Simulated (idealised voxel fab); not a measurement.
Module name: voxel fin reveal (process module)
Displayed cross-section: cut, width of 165 nm, square cells sized 5 nm.
The cross-sections in this document take the form of a grid made of square cells. They are written out as bands, in order from top to bottom. Each band consists of one or more rows of cells. Per band: top height and bottom height in nm, followed by the left-to-right materials and their widths in nm; "throughout" marks a single material spanning edge to edge, "empty" marks empty space. Height is counted from the level 0, under which the received wafer is composed throughout of one material. The lowest of the bands is not closed at the bottom but continues downward, in the notation "z 0 and below". Note: "30..40" means the width goes from the first number (top row of the band) to the second number (bottom row) in equal steps per row of cells. Where a step carries "identical to before", the cross-section came out of it unchanged, cell for cell. Under "Enclosed internal voids" you'll find the enclosed gaps, the ones with no way out to the top, that are 8 cells or bigger; each reads width x height at distance, with distance counted from the left edge, everything in nm. Formally, on a step line, whatever follows the settings is a remark that the simulator itself makes on the step. When a step includes a mask, the "overlay nm" setting on its line states how far to the right of its planned place that mask lay, and negative values state how far to the left.
## Planned step list for the process
1. RECEIVE,material Si
2. CONFORMAL_DEP,material SiN,thk nm 10
3. PATTERN,tone cover,mask id FINS,material resist,width nm 15,pitch nm 35,thk nm 20,overlay nm 0
4. DIRECTIONAL_ETCH,etch materials SiN,depth nm 10
5. DIRECTIONAL_ETCH,etch materials Si,depth nm 30
6. STRIP,etch materials resist
7. FILL_DEP,material SiO2,thk nm 10
8. CMP,height nm 10
9. SELECTIVE_ETCH,etch materials SiO2,depth nm 25
10. STRIP,etch materials SiN
## Cross-sectional view of the wafer in its as-received condition, corresponding to the state after step 1
	z 0 and below  Si throughout
	Enclosed internal voids: none
## Starting wafer: above. Plan: above. Run: one mistake. Cross-section after the module: below
	z 0 to -15  empty: 55  Si: 15  empty: 20  Si: 15  empty: 60
	z -15 to -25  SiO2: 30  empty: 25  Si: 15  empty: 20  Si: 15  empty: 25  SiO2: 35
	z -25 to -30  SiO2: 55  Si: 15  SiO2: 20  Si: 15  SiO2: 60
	z -30 and below  Si throughout
	Enclosed internal voids: none
what went wrong: steps 9 and 10 swapped
